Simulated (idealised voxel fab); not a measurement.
The process module presented herein is designated voxel ribs on slabs.
The cross-section shown here is cut; it is 145 nm wide and divided into square cells measuring 5 nm on a side.
Cross-section format: a grid of square cells, given as bands from top to bottom; each band is one or more rows of cells. Band: top height; bottom height; in nm. Then, left to right: material with width in nm, for each material. "full width": a single material spanning edge to edge. "air": empty space. Basically, 0 is our baseline, since under it the wafer straight out of the box is all one material. The bottom band has no lower end and keeps on going down, so it looks like "z 0 and below". You'd read "30..40" like this: the band's top row of cells is as wide as the first number, its bottom row is as wide as the second, and going down, every row changes width by the same amount as the row before did. Any step labelled "nothing different" changed none of the cells in the cross-section. Closed empty spaces (no open way to the top) of 8 cells or more are what "Non-vented voids" lists, each as width x height at distance from the left edge, nm for all three. Step line, after settings: the simulator's comment on this step. "overlay nm", when on a step's line for a step with a mask, measures how far to the right of its planned place the mask lay; a negative measure means to the left. Below you will find pairs of cross-sections. In each, one shows the wafer before one process step and the other after it, with the after view ending at the lowest band that changed. Under each pair is the step separating them, along with its settings. Do not assume the pairs form a chain: they can come from different runs of this module on the same starting wafer, and a pair continues from the pair above it only when its "Geometry before processing" entry says so.

**Geometry before processing**
> z 0 and below: Si full width
> Non-vented voids: none

**Result of Step**
> z 20 to 0: SiO2 full width
> Beneath the level 0, the cross-section is identical to its previous state.
> Non-vented voids: none
Between the two cross-sections shown above, the process step is DIRECTIONAL_DEP [material SiO2] [thk nm 20]

Geometry before processing: refer to the pair immediately above; the cross-section shown after its step is the state before this one.

**Result of Step**
> z 40 to 20: polySi full width
> Beneath the level 20, the cross-section is identical to its previous state.
> Non-vented voids: none
Between the two cross-sections shown above, the process step is DIRECTIONAL_DEP [material polySi] [thk nm 20]

Geometry before processing: refer to the pair immediately above; the cross-section shown after its step is the state before this one.

**Result of Step**
> z 55 to 40: aC full width
> Beneath the level 40, the cross-section is identical to its previous state.
> Non-vented voids: none
Between the two cross-sections shown above, the process step is DIRECTIONAL_DEP [material aC] [thk nm 15]

Geometry before processing: refer to the pair immediately above; the cross-section shown after its step is the state before this one.

**Result of Step**
> z 90 to 55: 65 air | 15 resist | 65 air
> Beneath the level 55, the cross-section is identical to its previous state.
> Non-vented voids: none
Between the two cross-sections shown above, the process step is PATTERN [tone cover] [mask id RIB] [material resist] [width nm 15] [thk nm 35] [overlay nm 0]

Geometry before processing: refer to the pair immediately above; the cross-section shown after its step is the state before this one.

**Result of Step**
> z 75 to 55: 65 air | 15 resist | 65 air
> z 55 to 40: 65 air | 15 aC | 65 air
> Beneath the level 40, the cross-section is identical to its previous state.
> Non-vented voids: none
Between the two cross-sections shown above, the process step is DIRECTIONAL_ETCH [etch materials aC] [depth nm 15]

Geometry before processing: refer to the pair immediately above; the cross-section shown after its step is the state before this one.

**Result of Step**
> z 55 to 40: 65 air | 15 aC | 65 air
> Beneath the level 40, the cross-section is identical to its previous state.
> Non-vented voids: none
Between the two cross-sections shown above, the process step is STRIP [etch materials resist]

Geometry before processing: refer to the pair immediately above; the cross-section shown after its step is the state before this one.

**Result of Step**
> z 55 to 40: 65 air | 15 aC | 65 air
> z 40 to 25: 65 air | 15 polySi | 65 air
> Beneath the level 25, the cross-section is identical to its previous state.
> Non-vented voids: none
Between the two cross-sections shown above, the process step is DIRECTIONAL_ETCH [etch materials polySi] [depth nm 15]

Geometry before processing: refer to the pair immediately above; the cross-section shown after its step is the state before this one.

**Result of Step**
> z 40 to 25: 65 air | 15 polySi | 65 air
> Beneath the level 25, the cross-section is identical to its previous state.
> Non-vented voids: none
Between the two cross-sections shown above, the process step is STRIP [etch materials aC]

Geometry before processing: refer to the pair immediately above; the cross-section shown after its step is the state before this one.

**Result of Step**
> z 60 to 40: 40 air | 65 resist | 40 air
> z 40 to 25: 40 air | 25 resist | 15 polySi | 25 resist | 40 air
> Beneath the level 25, the cross-section is identical to its previous state.
> Non-vented voids: none
Between the two cross-sections shown above, the process step is PATTERN [tone cover] [mask id SLAB] [material resist] [width nm 65] [thk nm 20] [overlay nm 0]

Geometry before processing: refer to the pair immediately above; the cross-section shown after its step is the state before this one.

**Result of Step**
> z 60 to 40: 40 air | 65 resist | 40 air
> z 40 to 25: 40 air | 25 resist | 15 polySi | 25 resist | 40 air
> z 25 to 20: 40 air | 65 polySi | 40 air
> Beneath the level 20, the cross-section is identical to its previous state.
> Non-vented voids: none
Between the two cross-sections shown above, the process step is DIRECTIONAL_ETCH [etch materials polySi] [depth nm 5]

Geometry before processing: refer to the pair immediately above; the cross-section shown after its step is the state before this one.

**Result of Step**
> z 40 to 25: 65 air | 15 polySi | 65 air
> Beneath the level 25, the cross-section is identical to its previous state.
> Non-vented voids: none
Between the two cross-sections shown above, the process step is STRIP [etch materials resist]

Geometry before processing: refer to the pair immediately above; the cross-section shown after its step is the state before this one.

**Result of Step**
> z 60 to 40: SiO2 full width
> z 40 to 25: 65 SiO2 | 15 polySi | 65 SiO2
> z 25 to 20: 40 SiO2 | 65 polySi | 40 SiO2
> Beneath the level 20, the cross-section is identical to its previous state.
> Non-vented voids: none
Between the two cross-sections shown above, the process step is FILL_DEP [material SiO2] [thk nm 20]

Geometry before processing: refer to the pair immediately above; the cross-section shown after its step is the state before this one.

**Result of Step**
> z 50 to 40: SiO2 full width
> Beneath the level 40, the cross-section is identical to its previous state.
> Non-vented voids: none
Between the two cross-sections shown above, the process step is CMP [height nm 50]

Geometry before processing: refer to the pair immediately above; the cross-section shown after its step is the state before this one.

**Result of Step**
> z 55 to 50: W full width
> Beneath the level 50, the cross-section is identical to its previous state.
> Non-vented voids: none
Between the two cross-sections shown above, the process step is DIRECTIONAL_DEP [material W] [thk nm 5]

Geometry before processing: refer to the pair immediately above; the cross-section shown after its step is the state before this one.

**Result of Step**
> z 55 to 50: 60 air | 25 W | 60 air
> Beneath the level 50, the cross-section is identical to its previous state.
> Non-vented voids: none
Between the two cross-sections shown above, the process step is MASKED_ETCH [tone cover] [mask id HEATER] [width nm 25] [etch materials W] [depth nm 5] [overlay nm 0]

Geometry before processing: refer to the pair immediately above; the cross-section shown after its step is the state before this one.

**Result of Step**
> z 60 to 55: 55 air | 35 SiN | 55 air
> z 55 to 50: 60 SiN | 25 W | 60 SiN
> Beneath the level 50, the cross-section is identical to its previous state.
> Non-vented voids: none
Between the two cross-sections shown above, the process step is CONFORMAL_DEP [material SiN] [thk nm 5]

**Geometry before processing**
> z 40 to 20: polySi full width
> z 20 to 0: SiO2 full width
> z 0 and below: Si full width
> Non-vented voids: none

**Result of Step**
> z 60 to 20: polySi full width
> Beneath the level 20, the cross-section is identical to its previous state.
> Non-vented voids: none
Between the two cross-sections shown above, the process step is DIRECTIONAL_DEP [material polySi] [thk nm 20]

Geometry before processing: refer to the pair immediately above; the cross-section shown after its step is the state before this one.

**Result of Step**
> z 75 to 60: aC full width
> Beneath the level 60, the cross-section is identical to its previous state.
> Non-vented voids: none
Between the two cross-sections shown above, the process step is DIRECTIONAL_DEP [material aC] [thk nm 15]

Geometry before processing: refer to the pair immediately above; the cross-section shown after its step is the state before this one.

**Result of Step**
> z 110 to 75: 65 air | 15 resist | 65 air
> Beneath the level 75, the cross-section is identical to its previous state.
> Non-vented voids: none
Between the two cross-sections shown above, the process step is PATTERN [tone cover] [mask id RIB] [material resist] [width nm 15] [thk nm 35] [overlay nm 0]

Geometry before processing: refer to the pair immediately above; the cross-section shown after its step is the state before this one.

**Result of Step**
> z 95 to 75: 65 air | 15 resist | 65 air
> z 75 to 60: 65 air | 15 aC | 65 air
> Beneath the level 60, the cross-section is identical to its previous state.
> Non-vented voids: none
Between the two cross-sections shown above, the process step is DIRECTIONAL_ETCH [etch materials aC] [depth nm 15]

Geometry before processing: refer to the pair immediately above; the cross-section shown after its step is the state before this one.

**Result of Step**
> z 75 to 60: 65 air | 15 aC | 65 air
> Beneath the level 60, the cross-section is identical to its previous state.
> Non-vented voids: none
Between the two cross-sections shown above, the process step is STRIP [etch materials resist]

Geometry before processing: refer to the pair immediately above; the cross-section shown after its step is the state before this one.

**Result of Step**
> z 75 to 60: 65 air | 15 aC | 65 air
> z 60 to 45: 65 air | 15 polySi | 65 air
> Beneath the level 45, the cross-section is identical to its previous state.
> Non-vented voids: none
Between the two cross-sections shown above, the process step is DIRECTIONAL_ETCH [etch materials polySi] [depth nm 15]

Geometry before processing: refer to the pair immediately above; the cross-section shown after its step is the state before this one.

**Result of Step**
> z 60 to 45: 65 air | 15 polySi | 65 air
> Beneath the level 45, the cross-section is identical to its previous state.
> Non-vented voids: none
Between the two cross-sections shown above, the process step is STRIP [etch materials aC]

Geometry before processing: refer to the pair immediately above; the cross-section shown after its step is the state before this one.

**Result of Step**
> z 80 to 60: 40 air | 65 resist | 40 air
> z 60 to 45: 40 air | 25 resist | 15 polySi | 25 resist | 40 air
> Beneath the level 45, the cross-section is identical to its previous state.
> Non-vented voids: none
Between the two cross-sections shown above, the process step is PATTERN [tone cover] [mask id SLAB] [material resist] [width nm 65] [thk nm 20] [overlay nm 0]

Geometry before processing: refer to the pair immediately above; the cross-section shown after its step is the state before this one.

**Result of Step**
> z 80 to 60: 40 air | 65 resist | 40 air
> z 60 to 45: 40 air | 25 resist | 15 polySi | 25 resist | 40 air
> z 45 to 40: 40 air | 65 polySi | 40 air
> Beneath the level 40, the cross-section is identical to its previous state.
> Non-vented voids: none
Between the two cross-sections shown above, the process step is DIRECTIONAL_ETCH [etch materials polySi] [depth nm 5]

Geometry before processing: refer to the pair immediately above; the cross-section shown after its step is the state before this one.

**Result of Step**
> z 60 to 45: 65 air | 15 polySi | 65 air
> Beneath the level 45, the cross-section is identical to its previous state.
> Non-vented voids: none
Between the two cross-sections shown above, the process step is STRIP [etch materials resist]

Geometry before processing: refer to the pair immediately above; the cross-section shown after its step is the state before this one.

**Result of Step**
> z 80 to 60: SiO2 full width
> z 60 to 45: 65 SiO2 | 15 polySi | 65 SiO2
> z 45 to 40: 40 SiO2 | 65 polySi | 40 SiO2
> Beneath the level 40, the cross-section is identical to its previous state.
> Non-vented voids: none
Between the two cross-sections shown above, the process step is FILL_DEP [material SiO2] [thk nm 20]

Geometry before processing: refer to the pair immediately above; the cross-section shown after its step is the state before this one.

**Result of Step**
> z 50 to 40: 65..40 SiO2 | 15..65 polySi | 65..40 SiO2
> Beneath the level 40, the cross-section is identical to its previous state.
> Non-vented voids: none
Between the two cross-sections shown above, the process step is CMP [height nm 50]

Geometry before processing: refer to the pair immediately above; the cross-section shown after its step is the state before this one.

**Result of Step**
> z 55 to 50: W full width
> Beneath the level 50, the cross-section is identical to its previous state.
> Non-vented voids: none
Between the two cross-sections shown above, the process step is DIRECTIONAL_DEP [material W] [thk nm 5]

Geometry before processing: refer to the pair immediately above; the cross-section shown after its step is the state before this one.

**Result of Step**
> z 55 to 50: 60 air | 25 W | 60 air
> Beneath the level 50, the cross-section is identical to its previous state.
> Non-vented voids: none
Between the two cross-sections shown above, the process step is MASKED_ETCH [tone cover] [mask id HEATER] [width nm 25] [etch materials W] [depth nm 5] [overlay nm 0]

Geometry before processing: refer to the pair immediately above; the cross-section shown after its step is the state before this one.

**Result of Step**
> z 60 to 55: 55 air | 35 SiN | 55 air
> z 55 to 50: 60 SiN | 25 W | 60 SiN
> Beneath the level 50, the cross-section is identical to its previous state.
> Non-vented voids: none
Between the two cross-sections shown above, the process step is CONFORMAL_DEP [material SiN] [thk nm 5]

**Geometry before processing**
> z 20 to 0: SiO2 full width
> z 0 and below: Si full width
> Non-vented voids: none

**Result of Step**
> z 35 to 20: aC full width
> Beneath the level 20, the cross-section is identical to its previous state.
> Non-vented voids: none
Between the two cross-sections shown above, the process step is DIRECTIONAL_DEP [material aC] [thk nm 15]

Geometry before processing: refer to the pair immediately above; the cross-section shown after its step is the state before this one.

**Result of Step**
> z 55 to 35: polySi full width
> Beneath the level 35, the cross-section is identical to its previous state.
> Non-vented voids: none
Between the two cross-sections shown above, the process step is DIRECTIONAL_DEP [material polySi] [thk nm 20]

Geometry before processing: refer to the pair immediately above; the cross-section shown after its step is the state before this one.

**Result of Step**
> z 90 to 55: 65 air | 15 resist | 65 air
> Beneath the level 55, the cross-section is identical to its previous state.
> Non-vented voids: none
Between the two cross-sections shown above, the process step is PATTERN [tone cover] [mask id RIB] [material resist] [width nm 15] [thk nm 35] [overlay nm 0]

Geometry before processing: refer to the pair immediately above; the cross-section shown after its step is the state before this one.

**Result of Step**
> z 75 to 55: 65 air | 15 resist | 65 air
> Beneath the level 55, the cross-section is identical to its previous state.
> Non-vented voids: none
Between the two cross-sections shown above, the process step is DIRECTIONAL_ETCH [etch materials aC] [depth nm 15]

Geometry before processing: refer to the pair immediately above; the cross-section shown after its step is the state before this one.

**Result of Step**
> z 55 to 35: polySi full width
> Beneath the level 35, the cross-section is identical to its previous state.
> Non-vented voids: none
Between the two cross-sections shown above, the process step is STRIP [etch materials resist]

Geometry before processing: refer to the pair immediately above; the cross-section shown after its step is the state before this one.

**Result of Step**
> z 40 to 35: polySi full width
> Beneath the level 35, the cross-section is identical to its previous state.
> Non-vented voids: none
Between the two cross-sections shown above, the process step is DIRECTIONAL_ETCH [etch materials polySi] [depth nm 15]

Geometry before processing: refer to the pair immediately above; the cross-section shown after its step is the state before this one.

**Result of Step**
> z 60 to 40: 40 air | 65 resist | 40 air
> Beneath the level 40, the cross-section is identical to its previous state.
> Non-vented voids: none
Between the two cross-sections shown above, the process step is PATTERN [tone cover] [mask id SLAB] [material resist] [width nm 65] [thk nm 20] [overlay nm 0]

Geometry before processing: refer to the pair immediately above; the cross-section shown after its step is the state before this one.

**Result of Step**
> z 60 to 40: 40 air | 65 resist | 40 air
> z 40 to 35: 40 air | 65 polySi | 40 air
> Beneath the level 35, the cross-section is identical to its previous state.
> Non-vented voids: none
Between the two cross-sections shown above, the process step is DIRECTIONAL_ETCH [etch materials polySi] [depth nm 5]

Geometry before processing: refer to the pair immediately above; the cross-section shown after its step is the state before this one.

**Result of Step**
> z 40 to 35: 40 air | 65 polySi | 40 air
> Beneath the level 35, the cross-section is identical to its previous state.
> Non-vented voids: none
Between the two cross-sections shown above, the process step is STRIP [etch materials resist]

Geometry before processing: refer to the pair immediately above; the cross-section shown after its step is the state before this one.

**Result of Step**
> z 60 to 40: SiO2 full width
> z 40 to 35: 40 SiO2 | 65 polySi | 40 SiO2
> Beneath the level 35, the cross-section is identical to its previous state.
> Non-vented voids: none
Between the two cross-sections shown above, the process step is FILL_DEP [material SiO2] [thk nm 20]

Geometry before processing: refer to the pair immediately above; the cross-section shown after its step is the state before this one.

**Result of Step**
> z 50 to 40: SiO2 full width
> Beneath the level 40, the cross-section is identical to its previous state.
> Non-vented voids: none
Between the two cross-sections shown above, the process step is CMP [height nm 50]

Geometry before processing: refer to the pair immediately above; the cross-section shown after its step is the state before this one.

**Result of Step**
> z 55 to 50: W full width
> Beneath the level 50, the cross-section is identical to its previous state.
> Non-vented voids: none
Between the two cross-sections shown above, the process step is DIRECTIONAL_DEP [material W] [thk nm 5]

Geometry before processing: refer to the pair immediately above; the cross-section shown after its step is the state before this one.

**Result of Step**
> z 55 to 50: 60 air | 25 W | 60 air
> Beneath the level 50, the cross-section is identical to its previous state.
> Non-vented voids: none
Between the two cross-sections shown above, the process step is MASKED_ETCH [tone cover] [mask id HEATER] [width nm 25] [etch materials W] [depth nm 5] [overlay nm 0]

Geometry before processing: refer to the pair immediately above; the cross-section shown after its step is the state before this one.

**Result of Step**
> z 60 to 55: 55 air | 35 SiN | 55 air
> z 55 to 50: 60 SiN | 25 W | 60 SiN
> Beneath the level 50, the cross-section is identical to its previous state.
> Non-vented voids: none
Between the two cross-sections shown above, the process step is CONFORMAL_DEP [material SiN] [thk nm 5]

**Geometry before processing**
> z 55 to 40: 65 air | 15 aC | 65 air
> z 40 to 20: polySi full width
> z 20 to 0: SiO2 full width
> z 0 and below: Si full width
> Non-vented voids: none

**Result of Step**
> z 55 to 40: 65 air | 15 aC | 65 air
> z 40 to 30: 65 air | 15 polySi | 65 air
> Beneath the level 30, the cross-section is identical to its previous state.
> Non-vented voids: none
Between the two cross-sections shown above, the process step is DIRECTIONAL_ETCH [etch materials polySi] [depth nm 10]

Geometry before processing: refer to the pair immediately above; the cross-section shown after its step is the state before this one.

**Result of Step**
> z 40 to 30: 65 air | 15 polySi | 65 air
> Beneath the level 30, the cross-section is identical to its previous state.
> Non-vented voids: none
Between the two cross-sections shown above, the process step is STRIP [etch materials aC]

Geometry before processing: refer to the pair immediately above; the cross-section shown after its step is the state before this one.

**Result of Step**
> z 60 to 40: 40 air | 65 resist | 40 air
> z 40 to 30: 40 air | 25 resist | 15 polySi | 25 resist | 40 air
> Beneath the level 30, the cross-section is identical to its previous state.
> Non-vented voids: none
Between the two cross-sections shown above, the process step is PATTERN [tone cover] [mask id SLAB] [material resist] [width nm 65] [thk nm 20] [overlay nm 0]

Geometry before processing: refer to the pair immediately above; the cross-section shown after its step is the state before this one.

**Result of Step**
> z 60 to 40: 40 air | 65 resist | 40 air
> z 40 to 30: 40 air | 25 resist | 15 polySi | 25 resist | 40 air
> z 30 to 25: 40 air | 65 polySi | 40 air
> Beneath the level 25, the cross-section is identical to its previous state.
> Non-vented voids: none
Between the two cross-sections shown above, the process step is DIRECTIONAL_ETCH [etch materials polySi] [depth nm 5]

Geometry before processing: refer to the pair immediately above; the cross-section shown after its step is the state before this one.

**Result of Step**
> z 40 to 30: 65 air | 15 polySi | 65 air
> Beneath the level 30, the cross-section is identical to its previous state.
> Non-vented voids: none
Between the two cross-sections shown above, the process step is STRIP [etch materials resist]

Geometry before processing: refer to the pair immediately above; the cross-section shown after its step is the state before this one.

**Result of Step**
> z 60 to 40: SiO2 full width
> z 40 to 30: 65 SiO2 | 15 polySi | 65 SiO2
> z 30 to 25: 40 SiO2 | 65 polySi | 40 SiO2
> Beneath the level 25, the cross-section is identical to its previous state.
> Non-vented voids: none
Between the two cross-sections shown above, the process step is FILL_DEP [material SiO2] [thk nm 20]

Geometry before processing: refer to the pair immediately above; the cross-section shown after its step is the state before this one.

**Result of Step**
> z 50 to 40: SiO2 full width
> Beneath the level 40, the cross-section is identical to its previous state.
> Non-vented voids: none
Between the two cross-sections shown above, the process step is CMP [height nm 50]

Geometry before processing: refer to the pair immediately above; the cross-section shown after its step is the state before this one.

**Result of Step**
> z 55 to 50: W full width
> Beneath the level 50, the cross-section is identical to its previous state.
> Non-vented voids: none
Between the two cross-sections shown above, the process step is DIRECTIONAL_DEP [material W] [thk nm 5]

Geometry before processing: refer to the pair immediately above; the cross-section shown after its step is the state before this one.

**Result of Step**
> z 55 to 50: 60 air | 25 W | 60 air
> Beneath the level 50, the cross-section is identical to its previous state.
> Non-vented voids: none
Between the two cross-sections shown above, the process step is MASKED_ETCH [tone cover] [mask id HEATER] [width nm 25] [etch materials W] [depth nm 5] [overlay nm 0]

Geometry before processing: refer to the pair immediately above; the cross-section shown after its step is the state before this one.

**Result of Step**
> z 60 to 55: 55 air | 35 SiN | 55 air
> z 55 to 50: 60 SiN | 25 W | 60 SiN
> Beneath the level 50, the cross-section is identical to its previous state.
> Non-vented voids: none
Between the two cross-sections shown above, the process step is CONFORMAL_DEP [material SiN] [thk nm 5]

**Geometry before processing**
> z 40 to 25: 65 air | 15 polySi | 65 air
> z 25 to 20: polySi full width
> z 20 to 0: SiO2 full width
> z 0 and below: Si full width
> Non-vented voids: none

**Result of Step**
> z 60 to 40: 35 air | 75 resist | 35 air
> z 40 to 25: 35 air | 30 resist | 15 polySi | 30 resist | 35 air
> Beneath the level 25, the cross-section is identical to its previous state.
> Non-vented voids: none
Between the two cross-sections shown above, the process step is PATTERN [tone cover] [mask id SLAB] [material resist] [width nm 75] [thk nm 20] [overlay nm 0]

Geometry before processing: refer to the pair immediately above; the cross-section shown after its step is the state before this one.

**Result of Step**
> z 60 to 40: 35 air | 75 resist | 35 air
> z 40 to 25: 35 air | 30 resist | 15 polySi | 30 resist | 35 air
> z 25 to 20: 35 air | 75 polySi | 35 air
> Beneath the level 20, the cross-section is identical to its previous state.
> Non-vented voids: none
Between the two cross-sections shown above, the process step is DIRECTIONAL_ETCH [etch materials polySi] [depth nm 5]

Geometry before processing: refer to the pair immediately above; the cross-section shown after its step is the state before this one.

**Result of Step**
> z 40 to 25: 65 air | 15 polySi | 65 air
> Beneath the level 25, the cross-section is identical to its previous state.
> Non-vented voids: none
Between the two cross-sections shown above, the process step is STRIP [etch materials resist]

Geometry before processing: refer to the pair immediately above; the cross-section shown after its step is the state before this one.

**Result of Step**
> z 60 to 40: SiO2 full width
> z 40 to 25: 65 SiO2 | 15 polySi | 65 SiO2
> z 25 to 20: 35 SiO2 | 75 polySi | 35 SiO2
> Beneath the level 20, the cross-section is identical to its previous state.
> Non-vented voids: none
Between the two cross-sections shown above, the process step is FILL_DEP [material SiO2] [thk nm 20]

Geometry before processing: refer to the pair immediately above; the cross-section shown after its step is the state before this one.

**Result of Step**
> z 50 to 40: SiO2 full width
> Beneath the level 40, the cross-section is identical to its previous state.
> Non-vented voids: none
Between the two cross-sections shown above, the process step is CMP [height nm 50]

Geometry before processing: refer to the pair immediately above; the cross-section shown after its step is the state before this one.

**Result of Step**
> z 55 to 50: W full width
> Beneath the level 50, the cross-section is identical to its previous state.
> Non-vented voids: none
Between the two cross-sections shown above, the process step is DIRECTIONAL_DEP [material W] [thk nm 5]

Geometry before processing: refer to the pair immediately above; the cross-section shown after its step is the state before this one.

**Result of Step**
> z 55 to 50: 60 air | 25 W | 60 air
> Beneath the level 50, the cross-section is identical to its previous state.
> Non-vented voids: none
Between the two cross-sections shown above, the process step is MASKED_ETCH [tone cover] [mask id HEATER] [width nm 25] [etch materials W] [depth nm 5] [overlay nm 0]

Geometry before processing: refer to the pair immediately above; the cross-section shown after its step is the state before this one.

**Result of Step**
> z 60 to 55: 55 air | 35 SiN | 55 air
> z 55 to 50: 60 SiN | 25 W | 60 SiN
> Beneath the level 50, the cross-section is identical to its previous state.
> Non-vented voids: none
Between the two cross-sections shown above, the process step is CONFORMAL_DEP [material SiN] [thk nm 5]

**Geometry before processing**
> z 40 to 25: 65 air | 15 polySi | 65 air
> z 25 to 20: polySi full width
> z 20 to 0: SiO2 full width
> z 0 and below: Si full width
> Non-vented voids: none

**Result of Step**
> z 60 to 40: 45 air | 65 resist | 35 air
> z 40 to 25: 45 air | 20 resist | 15 polySi | 30 resist | 35 air
> Beneath the level 25, the cross-section is identical to its previous state.
> Non-vented voids: none
Between the two cross-sections shown above, the process step is PATTERN [tone cover] [mask id SLAB] [material resist] [width nm 65] [thk nm 20] [overlay nm 5]

Geometry before processing: refer to the pair immediately above; the cross-section shown after its step is the state before this one.

**Result of Step**
> z 60 to 40: 45 air | 65 resist | 35 air
> z 40 to 25: 45 air | 20 resist | 15 polySi | 30 resist | 35 air
> z 25 to 20: 45 air | 65 polySi | 35 air
> Beneath the level 20, the cross-section is identical to its previous state.
> Non-vented voids: none
Between the two cross-sections shown above, the process step is DIRECTIONAL_ETCH [etch materials polySi] [depth nm 5]

Geometry before processing: refer to the pair immediately above; the cross-section shown after its step is the state before this one.

**Result of Step**
> z 40 to 25: 65 air | 15 polySi | 65 air
> Beneath the level 25, the cross-section is identical to its previous state.
> Non-vented voids: none
Between the two cross-sections shown above, the process step is STRIP [etch materials resist]

Geometry before processing: refer to the pair immediately above; the cross-section shown after its step is the state before this one.

**Result of Step**
> z 60 to 40: SiO2 full width
> z 40 to 25: 65 SiO2 | 15 polySi | 65 SiO2
> z 25 to 20: 45 SiO2 | 65 polySi | 35 SiO2
> Beneath the level 20, the cross-section is identical to its previous state.
> Non-vented voids: none
Between the two cross-sections shown above, the process step is FILL_DEP [material SiO2] [thk nm 20]

Geometry before processing: refer to the pair immediately above; the cross-section shown after its step is the state before this one.

**Result of Step**
> z 50 to 40: SiO2 full width
> Beneath the level 40, the cross-section is identical to its previous state.
> Non-vented voids: none
Between the two cross-sections shown above, the process step is CMP [height nm 50]

Geometry before processing: refer to the pair immediately above; the cross-section shown after its step is the state before this one.

**Result of Step**
> z 55 to 50: W full width
> Beneath the level 50, the cross-section is identical to its previous state.
> Non-vented voids: none
Between the two cross-sections shown above, the process step is DIRECTIONAL_DEP [material W] [thk nm 5]

Geometry before processing: refer to the pair immediately above; the cross-section shown after its step is the state before this one.

**Result of Step**
> z 55 to 50: 60 air | 25 W | 60 air
> Beneath the level 50, the cross-section is identical to its previous state.
> Non-vented voids: none
Between the two cross-sections shown above, the process step is MASKED_ETCH [tone cover] [mask id HEATER] [width nm 25] [etch materials W] [depth nm 5] [overlay nm 0]

Geometry before processing: refer to the pair immediately above; the cross-section shown after its step is the state before this one.

**Result of Step**
> z 60 to 55: 55 air | 35 SiN | 55 air
> z 55 to 50: 60 SiN | 25 W | 60 SiN
> Beneath the level 50, the cross-section is identical to its previous state.
> Non-vented voids: none
Between the two cross-sections shown above, the process step is CONFORMAL_DEP [material SiN] [thk nm 5]

**Geometry before processing**
> z 20 to 0: SiO2 full width
> z 0 and below: Si full width
> Non-vented voids: none

**Result of Step**
> z 40 to 20: W full width
> Beneath the level 20, the cross-section is identical to its previous state.
> Non-vented voids: none
Between the two cross-sections shown above, the process step is DIRECTIONAL_DEP [material W] [thk nm 20]

Geometry before processing: refer to the pair immediately above; the cross-section shown after its step is the state before this one.

**Result of Step**
> z 55 to 40: aC full width
> Beneath the level 40, the cross-section is identical to its previous state.
> Non-vented voids: none
Between the two cross-sections shown above, the process step is DIRECTIONAL_DEP [material aC] [thk nm 15]

Geometry before processing: refer to the pair immediately above; the cross-section shown after its step is the state before this one.

**Result of Step**
> z 90 to 55: 65 air | 15 resist | 65 air
> Beneath the level 55, the cross-section is identical to its previous state.
> Non-vented voids: none
Between the two cross-sections shown above, the process step is PATTERN [tone cover] [mask id RIB] [material resist] [width nm 15] [thk nm 35] [overlay nm 0]

Geometry before processing: refer to the pair immediately above; the cross-section shown after its step is the state before this one.

**Result of Step**
> z 75 to 55: 65 air | 15 resist | 65 air
> z 55 to 40: 65 air | 15 aC | 65 air
> Beneath the level 40, the cross-section is identical to its previous state.
> Non-vented voids: none
Between the two cross-sections shown above, the process step is DIRECTIONAL_ETCH [etch materials aC] [depth nm 15]

Geometry before processing: refer to the pair immediately above; the cross-section shown after its step is the state before this one.

**Result of Step**
> z 55 to 40: 65 air | 15 aC | 65 air
> Beneath the level 40, the cross-section is identical to its previous state.
> Non-vented voids: none
Between the two cross-sections shown above, the process step is STRIP [etch materials resist]

Geometry before processing: refer to the pair immediately above; the cross-section shown after its step is the state before this one.

**Result of Step**
> z 40 to 20: W full width
> Beneath the level 20, the cross-section is identical to its previous state.
> Non-vented voids: none
Between the two cross-sections shown above, the process step is STRIP [etch materials aC]

Geometry before processing: refer to the pair immediately above; the cross-section shown after its step is the state before this one.

**Result of Step**
> z 60 to 40: 40 air | 65 resist | 40 air
> Beneath the level 40, the cross-section is identical to its previous state.
> Non-vented voids: none
Between the two cross-sections shown above, the process step is PATTERN [tone cover] [mask id SLAB] [material resist] [width nm 65] [thk nm 20] [overlay nm 0]

Geometry before processing: refer to the pair immediately above; the cross-section shown after its step is the state before this one.

**Result of Step**
> z 40 to 20: W full width
> Beneath the level 20, the cross-section is identical to its previous state.
> Non-vented voids: none
Between the two cross-sections shown above, the process step is STRIP [etch materials resist]

Geometry before processing: refer to the pair immediately above; the cross-section shown after its step is the state before this one.

**Result of Step**
> z 60 to 40: SiO2 full width
> Beneath the level 40, the cross-section is identical to its previous state.
> Non-vented voids: none
Between the two cross-sections shown above, the process step is FILL_DEP [material SiO2] [thk nm 20]

Geometry before processing: refer to the pair immediately above; the cross-section shown after its step is the state before this one.

**Result of Step**
> z 50 to 40: SiO2 full width
> Beneath the level 40, the cross-section is identical to its previous state.
> Non-vented voids: none
Between the two cross-sections shown above, the process step is CMP [height nm 50]

Geometry before processing: refer to the pair immediately above; the cross-section shown after its step is the state before this one.

**Result of Step**
> z 55 to 50: W full width
> Beneath the level 50, the cross-section is identical to its previous state.
> Non-vented voids: none
Between the two cross-sections shown above, the process step is DIRECTIONAL_DEP [material W] [thk nm 5]

Geometry before processing: refer to the pair immediately above; the cross-section shown after its step is the state before this one.

**Result of Step**
> z 55 to 50: 60 air | 25 W | 60 air
> Beneath the level 50, the cross-section is identical to its previous state.
> Non-vented voids: none
Between the two cross-sections shown above, the process step is MASKED_ETCH [tone cover] [mask id HEATER] [width nm 25] [etch materials W] [depth nm 5] [overlay nm 0]

Geometry before processing: refer to the pair immediately above; the cross-section shown after its step is the state before this one.

**Result of Step**
> z 60 to 55: 55 air | 35 SiN | 55 air
> z 55 to 50: 60 SiN | 25 W | 60 SiN
> Beneath the level 50, the cross-section is identical to its previous state.
> Non-vented voids: none
Between the two cross-sections shown above, the process step is CONFORMAL_DEP [material SiN] [thk nm 5]

**Geometry before processing**
> z 55 to 50: W full width
> z 50 to 40: SiO2 full width
> z 40 to 25: 65 SiO2 | 15 polySi | 65 SiO2
> z 25 to 20: 40 SiO2 | 65 polySi | 40 SiO2
> z 20 to 0: SiO2 full width
> z 0 and below: Si full width
> Non-vented voids: none

**Result of Step**
> z 55 to 50: 60 W | 25 air | 60 W
> Beneath the level 50, the cross-section is identical to its previous state.
> Non-vented voids: none
Between the two cross-sections shown above, the process step is MASKED_ETCH [tone open] [mask id HEATER] [width nm 25] [etch materials W] [depth nm 5] [overlay nm 0]

Geometry before processing: refer to the pair immediately above; the cross-section shown after its step is the state before this one.

**Result of Step**
> z 60 to 55: 65 SiN | 15 air | 65 SiN
> z 55 to 50: 60 W | 25 SiN | 60 W
> Beneath the level 50, the cross-section is identical to its previous state.
> Non-vented voids: none
Between the two cross-sections shown above, the process step is CONFORMAL_DEP [material SiN] [thk nm 5]
